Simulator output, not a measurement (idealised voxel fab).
Process module under the name voxel double patterning
In the cross-section labelled cut, the width is 290 nm and each square cell is 5 nm.
This document writes a cross-section as a grid whose cells are square, and gives it as bands, listed from the top down; one or more rows of cells form a band. In this notation a band is specified by the heights of its top and bottom, in that order and in nm, after which its materials appear from left to right, each paired with its width in nm. The word "throughout" attached to a single material means that material fills the band from edge to edge; the word "blank" stands for empty space. Note: height 0 marks the level under which the wafer is uniformly one material as received. Lowest band unbounded below, written "0 -> down". The width entry "30->40" should be interpreted row by row: the top row of cells in the band takes the first number, the bottom row takes the second number, and the change between adjacent rows is uniform throughout. Step marked "remains unaltered"? Then no cell in the cross-section changed in it. Any empty space of 8 cells or more lacking an open way to the top shows up in "Internal closed voids" as width x height at distance, distance from the left edge, in nm. What comes after the settings on a step's line is commentary from the simulator itself on that step. overlay nm: step with mask; distance mask lay right of planned place; negative value = left of planned place.

Planned process steps:
1. RECEIVE (material Si)
2. CONFORMAL_DEP (material SiN; thk nm 5)
3. DIRECTIONAL_DEP (material SiO2; thk nm 15)
4. DIRECTIONAL_DEP (material SiCN; thk nm 5)
5. DIRECTIONAL_DEP (material aC; thk nm 10)
6. PATTERN (tone open; mask id FIRST; material resist; width nm 15; pitch nm 50; thk nm 30; overlay nm 0)
7. DIRECTIONAL_ETCH (etch materials aC; depth nm 10)
8. STRIP (etch materials resist)
9. DIRECTIONAL_ETCH (etch materials SiCN; depth nm 5)
10. STRIP (etch materials aC)
11. PATTERN (tone open; mask id SECOND; material resist; width nm 15; thk nm 20; overlay nm 0)
12. DIRECTIONAL_ETCH (etch materials SiCN; depth nm 5)
13. STRIP (etch materials resist)
14. DIRECTIONAL_ETCH (etch materials SiO2; depth nm 15)
15. STRIP (etch materials SiCN)

Cross-section of the wafer at receipt, which is the condition after step 1:
	0 -> down = Si throughout
	Internal closed voids: none

Looking at the first of two wafers in cross-section at end of module - ran to plan:
	20 -> 5 = SiO2 110 nm / blank 15 nm / SiO2 10 nm / blank 15 nm / SiO2 10 nm / blank 15 nm / SiO2 115 nm
	5 -> 0 = SiN throughout
	0 -> down = Si throughout
	Internal closed voids: none

The second wafer, shown in cross-section after the module: started the same way as the first and given the same plan, yet one mistake crept into how it was run:
	15 -> 0 = SiO2 110 nm / blank 15 nm / SiO2 10 nm / blank 15 nm / SiO2 10 nm / blank 15 nm / SiO2 115 nm
	0 -> down = Si throughout
	Internal closed voids: none
In executing the process, a mistake was made relative to the plan: step 2 of the plan did not run at all; it was left out
End check, counted in cells, second wafer has more or fewer of these materials than the first: SiN: 58 fewer
